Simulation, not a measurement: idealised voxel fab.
The document below concerns the process module designated voxel transistor to metal.
Pictured: cross-section cut, 295 nm wide, on a grid of 5 nm square cells.
Just so we're on the same page, the cross-sections are grids of square cells, and they're listed out in bands top to bottom, each band one or more rows deep.
Band entry format. Leading values: height of top, height of bottom, nm. Remainder: materials in left-to-right order, each with its width in nm. Special words: "edge to edge" on a single material, which then fills the band edge to edge; "blank", empty space.
Heights from 0 (as-received wafer is one material below). Bottom band endless downward, as "0..down".
Graded width ("30->40"): value in top row of band = first number; value in bottom row = second number; row-to-row change constant.
Key: "remained the same" - step with no changed cell in the cross-section.
Empty spaces without an open route to the top, at least 8 cells in extent, make up the entry "Sealed internal voids"; each is given as width x height at distance, where the distance is measured from the left edge, and all are in nm.
Whatever follows a step's settings on its line is a remark the simulator itself makes about that step.
overlay nm: mask right of planned place by this much (step with mask). Neg. = left.
[The planned process steps are enumerated hereunder]
1 RECEIVE, material Si
2 OXIDIZE, depth nm 5
3 CONFORMAL_DEP, material SiN, thk nm 15
4 MASKED_ETCH, tone cover, mask id ACTIVE, width nm 115, pitch nm 135, etch materials SiN, depth nm 15, overlay nm 0
5 MASKED_ETCH, tone cover, mask id ACTIVE, width nm 115, pitch nm 135, etch materials SiO2, depth nm 5, overlay nm 0
6 MASKED_ETCH, tone cover, mask id ACTIVE, width nm 115, pitch nm 135, etch materials Si, depth nm 35, overlay nm 0
7 FILL_DEP, material SiO2, thk nm 15
8 CMP, height nm 15
9 SELECTIVE_ETCH, etch materials SiO2, depth nm 5
10 STRIP, etch materials SiN
11 SELECTIVE_ETCH, etch materials SiO2, depth nm 5
12 OXIDIZE, depth nm 5
13 DIRECTIONAL_DEP, material polySi, thk nm 20
14 DIRECTIONAL_DEP, material SiCN, thk nm 15
15 DIRECTIONAL_DEP, material aC, thk nm 15
16 PATTERN, tone cover, mask id GATE, material resist, width nm 15, pitch nm 135, thk nm 35, overlay nm 0
17 DIRECTIONAL_ETCH, etch materials aC, depth nm 15
18 STRIP, etch materials resist
19 DIRECTIONAL_ETCH, etch materials SiCN, depth nm 25
20 DIRECTIONAL_ETCH, etch materials polySi, depth nm 30
21 STRIP, etch materials aC
22 CONFORMAL_DEP, material SiN, thk nm 5
23 DIRECTIONAL_ETCH, etch materials SiN, depth nm 5
24 DIRECTIONAL_ETCH, etch materials SiO2, depth nm 5
25 DIRECTIONAL_ETCH, etch materials Si, depth nm 5
26 EPI, material pSi, thk nm 10
27 FILL_DEP, material SiO2, thk nm 10
28 CMP, height nm 30
29 DIRECTIONAL_DEP, material SiO2, thk nm 15
30 MASKED_ETCH, tone open, mask id CONTACT, width nm 20, etch materials SiO2, depth nm 50, overlay nm 0
31 CONFORMAL_DEP, material TiN, thk nm 5
32 FILL_DEP, material W, thk nm 10
33 CMP, height nm 45
34 DIRECTIONAL_DEP, material TiN, thk nm 5
35 DIRECTIONAL_DEP, material Ru, thk nm 20
36 DIRECTIONAL_DEP, material aC, thk nm 15
37 PATTERN, tone cover, mask id METAL_1, material resist, width nm 20, thk nm 30, overlay nm 0
38 DIRECTIONAL_ETCH, etch materials aC, depth nm 15
39 STRIP, etch materials resist
40 DIRECTIONAL_ETCH, etch materials Ru, depth nm 20
41 DIRECTIONAL_ETCH, etch materials TiN, depth nm 5
42 STRIP, etch materials aC
43 CONFORMAL_DEP, material SiCN, thk nm 5
44 FILL_DEP, material SiO2, thk nm 10
45 CMP, height nm 70
46 CONFORMAL_DEP, material SiN, thk nm 5
[Here's what the wafer looked like in cross-section when it arrived - that's after step 1]
    0..down = Si edge to edge
    Sealed internal voids: none
[End-of-module cross-section of the first of two wafers, processed as planned]
    75..70 = SiN edge to edge
    70..50 = SiO2 25 nm | SiCN 5 nm | Ru 20 nm | SiCN 5 nm | SiO2 45 nm | SiCN 5 nm | Ru 20 nm | SiCN 5 nm | SiO2 30 nm | SiCN 5 nm | Ru 20 nm | SiCN 5 nm | SiO2 45 nm | SiCN 5 nm | Ru 20 nm | SiCN 5 nm | SiO2 30 nm
    50..45 = SiCN 30 nm | TiN 20 nm | SiCN 55 nm | TiN 20 nm | SiCN 40 nm | TiN 20 nm | SiCN 55 nm | TiN 20 nm | SiCN 35 nm
    45..30 = SiO2 30 nm | TiN 5 nm | W 10 nm | TiN 5 nm | SiO2 55 nm | TiN 5 nm | W 10 nm | TiN 5 nm | SiO2 40 nm | TiN 5 nm | W 10 nm | TiN 5 nm | SiO2 55 nm | TiN 5 nm | W 10 nm | TiN 5 nm | SiO2 35 nm
    30..15 = SiO2 30 nm | TiN 5 nm | W 10 nm | TiN 5 nm | SiO2 15 nm | SiN 5 nm | SiCN 15 nm | SiN 5 nm | SiO2 15 nm | TiN 5 nm | W 10 nm | TiN 5 nm | SiO2 40 nm | TiN 5 nm | W 10 nm | TiN 5 nm | SiO2 15 nm | SiN 5 nm | SiCN 15 nm | SiN 5 nm | SiO2 15 nm | TiN 5 nm | W 10 nm | TiN 5 nm | SiO2 35 nm
    15..5 = SiO2 30 nm | TiN 5 nm | W 10 nm | TiN 5 nm | SiO2 15 nm | SiN 5 nm | polySi 15 nm | SiN 5 nm | SiO2 15 nm | TiN 5 nm | W 10 nm | TiN 5 nm | SiO2 40 nm | TiN 5 nm | W 10 nm | TiN 5 nm | SiO2 15 nm | SiN 5 nm | polySi 15 nm | SiN 5 nm | SiO2 15 nm | TiN 5 nm | W 10 nm | TiN 5 nm | SiO2 35 nm
    5..0 = SiO2 15 nm | SiN 5 nm | SiO2 10 nm | TiN 5 nm | W 10 nm | TiN 5 nm | SiO2 15 nm | SiN 5 nm | polySi 15 nm | SiN 5 nm | SiO2 15 nm | TiN 5 nm | W 10 nm | TiN 5 nm | SiO2 10 nm | SiN 5 nm | SiO2 10 nm | SiN 5 nm | SiO2 10 nm | TiN 5 nm | W 10 nm | TiN 5 nm | SiO2 15 nm | SiN 5 nm | polySi 15 nm | SiN 5 nm | SiO2 15 nm | TiN 5 nm | W 10 nm | TiN 5 nm | SiO2 10 nm | SiN 5 nm | SiO2 20 nm
    0..-5 = SiO2 15 nm | SiN 5 nm | SiO2 10 nm | TiN 20 nm | SiO2 5 nm | pSi 10 nm | SiN 5 nm | polySi 15 nm | SiN 5 nm | pSi 10 nm | SiO2 5 nm | TiN 20 nm | SiO2 10 nm | SiN 5 nm | SiO2 10 nm | SiN 5 nm | SiO2 10 nm | TiN 20 nm | SiO2 5 nm | pSi 10 nm | SiN 5 nm | polySi 15 nm | SiN 5 nm | pSi 10 nm | SiO2 5 nm | TiN 20 nm | SiO2 10 nm | SiN 5 nm | SiO2 20 nm
    -5..-10 = SiO2 20 nm | pSi 45 nm | SiO2 25 nm | pSi 45 nm | SiO2 20 nm | pSi 45 nm | SiO2 25 nm | pSi 45 nm | SiO2 25 nm
    -10..-15 = SiO2 20 nm | pSi 45 nm | Si 25 nm | pSi 45 nm | SiO2 20 nm | pSi 45 nm | Si 25 nm | pSi 45 nm | SiO2 25 nm
    -15..-40 = SiO2 20 nm | Si 115 nm | SiO2 20 nm | Si 115 nm | SiO2 25 nm
    -40..down = Si edge to edge
    Sealed internal voids: none
[Cross-sectional image of the second wafer of the two following completion of the module. Starting state and process plan were the same as for the first wafer; one execution error occurred]
    75..70 = SiN edge to edge
    70..50 = SiO2 25 nm | SiCN 5 nm | Ru 20 nm | SiCN 5 nm | SiO2 45 nm | SiCN 5 nm | Ru 20 nm | SiCN 5 nm | SiO2 30 nm | SiCN 5 nm | Ru 20 nm | SiCN 5 nm | SiO2 45 nm | SiCN 5 nm | Ru 20 nm | SiCN 5 nm | SiO2 30 nm
    50..45 = SiCN 30 nm | TiN 20 nm | SiCN 55 nm | TiN 20 nm | SiCN 40 nm | TiN 20 nm | SiCN 55 nm | TiN 20 nm | SiCN 35 nm
    45..30 = SiO2 40 nm | TiN 5 nm | W 10 nm | TiN 5 nm | SiO2 55 nm | TiN 5 nm | W 10 nm | TiN 5 nm | SiO2 40 nm | TiN 5 nm | W 10 nm | TiN 5 nm | SiO2 55 nm | TiN 5 nm | W 10 nm | TiN 5 nm | SiO2 25 nm
    30..15 = SiO2 40 nm | TiN 5 nm | W 10 nm | TiN 5 nm | SiO2 5 nm | SiN 5 nm | SiCN 15 nm | SiN 5 nm | SiO2 25 nm | TiN 5 nm | W 10 nm | TiN 5 nm | SiO2 40 nm | TiN 5 nm | W 10 nm | TiN 5 nm | SiO2 5 nm | SiN 5 nm | SiCN 15 nm | SiN 5 nm | SiO2 25 nm | TiN 5 nm | W 10 nm | TiN 5 nm | SiO2 25 nm
    15..5 = SiO2 40 nm | TiN 5 nm | W 10 nm | TiN 5 nm | SiO2 5 nm | SiN 5 nm | polySi 15 nm | SiN 5 nm | SiO2 25 nm | TiN 5 nm | W 10 nm | TiN 5 nm | SiO2 40 nm | TiN 5 nm | W 10 nm | TiN 5 nm | SiO2 5 nm | SiN 5 nm | polySi 15 nm | SiN 5 nm | SiO2 25 nm | TiN 5 nm | W 10 nm | TiN 5 nm | SiO2 25 nm
    5..0 = SiO2 15 nm | SiN 5 nm | SiO2 20 nm | TiN 5 nm | W 5 nm | TiN 10 nm | SiO2 5 nm | SiN 5 nm | polySi 15 nm | SiN 5 nm | SiO2 25 nm | TiN 5 nm | W 10 nm | TiN 5 nm | SiN 5 nm | SiO2 10 nm | SiN 5 nm | SiO2 20 nm | TiN 5 nm | W 5 nm | TiN 10 nm | SiO2 5 nm | SiN 5 nm | polySi 15 nm | SiN 5 nm | SiO2 25 nm | TiN 5 nm | W 10 nm | TiN 5 nm | SiN 5 nm | SiO2 20 nm
    0..-5 = SiO2 15 nm | SiN 5 nm | SiO2 20 nm | TiN 15 nm | pSi 10 nm | SiN 5 nm | polySi 15 nm | SiN 5 nm | pSi 10 nm | SiO2 15 nm | TiN 20 nm | SiN 5 nm | SiO2 10 nm | SiN 5 nm | SiO2 20 nm | TiN 15 nm | pSi 10 nm | SiN 5 nm | polySi 15 nm | SiN 5 nm | pSi 10 nm | SiO2 15 nm | TiN 20 nm | SiN 5 nm | SiO2 20 nm
    -5..-10 = SiO2 20 nm | pSi 45 nm | SiO2 25 nm | pSi 45 nm | SiO2 20 nm | pSi 45 nm | SiO2 25 nm | pSi 45 nm | SiO2 25 nm
    -10..-15 = SiO2 20 nm | pSi 45 nm | Si 25 nm | pSi 45 nm | SiO2 20 nm | pSi 45 nm | Si 25 nm | pSi 45 nm | SiO2 25 nm
    -15..-40 = SiO2 20 nm | Si 115 nm | SiO2 20 nm | Si 115 nm | SiO2 25 nm
    -40..down = Si edge to edge
    Sealed internal voids: none
Diagnosis: note that step 30 departed from the planned setting and was carried out as MASKED_ETCH, tone open, mask id CONTACT, width nm 20, etch materials SiO2, depth nm 50, overlay nm 10
End check, counted in cells, second wafer has more or fewer of these materials than the first: 2 more of SiO2, 2 fewer of W
